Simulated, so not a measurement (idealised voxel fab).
The process module that follows is named voxel spacer lines.
The cross-section shown here is cut; it is 175 nm wide and divided into square cells measuring 5 nm on a side.
Bands, listed from the top down, are how a cross-section gets written in this document; the cross-section itself is a grid of square cells, and a band is one or more rows of them. Band: top height; bottom height; in nm. Then, left to right: material with width in nm, for each material. "edge to edge": a single material spanning edge to edge. "blank": empty space. Zero point of the height axis is 0; under it, received wafer = one material. Lowest band: continues down indefinitely, "from 0 down". Read "30 to 40" as a graded width: first number on top, second number at the bottom, same change between each pair of neighbouring rows. Any step labelled "identical to before" changed none of the cells in the cross-section. The entry "Fully enclosed voids" lists the empty spaces that cover at least 8 cells and have no open path to the top. Each is written as width x height at distance, where the distance is measured from the left edge and all three values are in nm. Note: text after step settings on the step line = simulator remark on that step. overlay nm: mask offset rightward from planned place, masked step; negative means leftward offset.
PLANNED PROCESS STEPS
1: RECEIVE [material Si]
2: CONFORMAL_DEP [material Al2O3] [thk nm 10]
3: DIRECTIONAL_DEP [material TiN] [thk nm 15]
4: DIRECTIONAL_DEP [material polySi] [thk nm 25]
5: PATTERN [tone cover] [mask id MANDREL] [material resist] [width nm 25] [pitch nm 70] [thk nm 30] [overlay nm 0]
6: DIRECTIONAL_ETCH [etch materials polySi] [depth nm 25]
7: STRIP [etch materials resist]
8: CONFORMAL_DEP [material SiN] [thk nm 10]
9: DIRECTIONAL_ETCH [etch materials SiN] [depth nm 10]
10: STRIP [etch materials polySi]
11: DIRECTIONAL_ETCH [etch materials TiN] [depth nm 15]
12: STRIP [etch materials SiN]
CROSS-SECTION OF THE INCOMING WAFER, STATE AFTER STEP 1
* from 0 down = Si edge to edge
* Fully enclosed voids: none
BELOW IS THE WAFER IN CROSS-SECTION AFTER THE MODULE WAS COMPLETED. IT BEGAN FROM THE STARTING POINT SHOWN ABOVE AND FOLLOWED THE PLAN SHOWN ABOVE, EXCEPT THAT ONE MISTAKE WAS MADE WHILE RUNNING IT
* from 15 to 0 = blank 30, then TiN 10, then blank 25, then TiN 10, then blank 25, then TiN 10, then blank 25, then TiN 10, then blank 30
* from 0 down = Si edge to edge
* Fully enclosed voids: none
The plan and the run diverged here: no execution of plan step 2; skipped
